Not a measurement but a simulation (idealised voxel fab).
Presented below is a process module, voxel self aligned contacts.
Section shown: cut. Width: 250 nm. Cell size: 5 nm, square.
A cross-section is written here as square cells arranged in a grid, and it is given in bands from the top down, each band taking up one or more rows of cells. Look at the band entry: it leads with the top's height and the bottom's height in nm. Then it lists the materials left to right, with a width in nm for each. The word "throughout" on a single material says that material fills the band edge to edge. The word "blank" is empty space. Basically, 0 is our baseline, since under it the wafer straight out of the box is all one material. The bottom band has no lower end and keeps on going down, so it looks like "0 nm and below". It should be noted that a width expressed as "30..40" varies in equal increments from row to row of cells within the band, taking the value of the first number at the top row and that of the second number at the bottom row. "remained unchanged" after a step means that no cell of the cross-section changed. You'll see "Entrapped voids" listing empty spaces that have no way open to the top, as long as they're 8 cells or more; the notation is width x height at distance, where the distance is from the left edge, and all of it is in nm. If you see something after the settings on a step's line, that's the simulator's own remark about that step. On any step carrying a mask, the "overlay nm" setting, if present on the step's line, tells how far right of its planned place the mask lay; negative values point to the left.
PLANNED PROCESS STEPS
- 1: RECEIVE | material Si
- 2: CONFORMAL_DEP | material SiO2 | thk nm 5
- 3: DIRECTIONAL_DEP | material polySi | thk nm 30
- 4: DIRECTIONAL_DEP | material SiN | thk nm 15
- 5: PATTERN | tone cover | mask id GATE | material resist | width nm 35 | pitch nm 60 | thk nm 15 | overlay nm 0
- 6: DIRECTIONAL_ETCH | etch materials SiN | depth nm 15
- 7: DIRECTIONAL_ETCH | etch materials polySi | depth nm 30
- 8: STRIP | etch materials resist
- 9: CONFORMAL_DEP | material SiN | thk nm 5
- 10: DIRECTIONAL_ETCH | etch materials SiN | depth nm 5
- 11: FILL_DEP | material SiO2 | thk nm 15
- 12: CMP | height nm 60
- 13: PATTERN | tone open | mask id CONTACT | material resist | width nm 35 | pitch nm 60 | thk nm 15 | overlay nm 0
- 14: DIRECTIONAL_ETCH | etch materials SiO2 | depth nm 60
- 15: STRIP | etch materials resist
- 16: CONFORMAL_DEP | material TiN | thk nm 5
- 17: FILL_DEP | material Ru | thk nm 5
- 18: CMP | height nm 60
- 19: CONFORMAL_DEP | material SiCN | thk nm 5
AS RECEIVED (POST STEP 1): CROSS-SECTION
> 0 nm and below  Si throughout
> Entrapped voids: none
A WAFER AT THE END: THIS START, THIS PLAN, ONE MISTAKE
> 65 nm to 60 nm  SiCN throughout
> 60 nm to 50 nm  SiO2=75 / TiN=5..15 / Ru=25..5 / TiN=5..15 / SiO2=25 / TiN=5..15 / Ru=25..5 / TiN=5..15 / SiO2=80
> 50 nm to 35 nm  SiO2=40 / SiN=45 / TiN=5 / Ru=5 / TiN=5 / SiN=45 / TiN=5 / Ru=5 / TiN=5 / SiN=45 / SiO2=45
> 35 nm to 15 nm  SiO2=40 / SiN=5 / polySi=35 / SiN=5 / TiN=5 / Ru=5 / TiN=5 / SiN=5 / polySi=35 / SiN=5 / TiN=5 / Ru=5 / TiN=5 / SiN=5 / polySi=35 / SiN=5 / SiO2=45
> 15 nm to 10 nm  SiO2=40 / SiN=5 / polySi=35 / SiN=5 / TiN=15 / SiN=5 / polySi=35 / SiN=5 / TiN=15 / SiN=5 / polySi=35 / SiN=5 / SiO2=45
> 10 nm to 5 nm  SiN=45 / polySi=35 / SiN=25 / polySi=35 / SiN=25 / polySi=35 / SiN=50
> 5 nm to 0 nm  SiO2 throughout
> 0 nm and below  Si throughout
> Entrapped voids: none
Where did the run depart from the plan? steps 9 and 10 traded places in the executed sequence
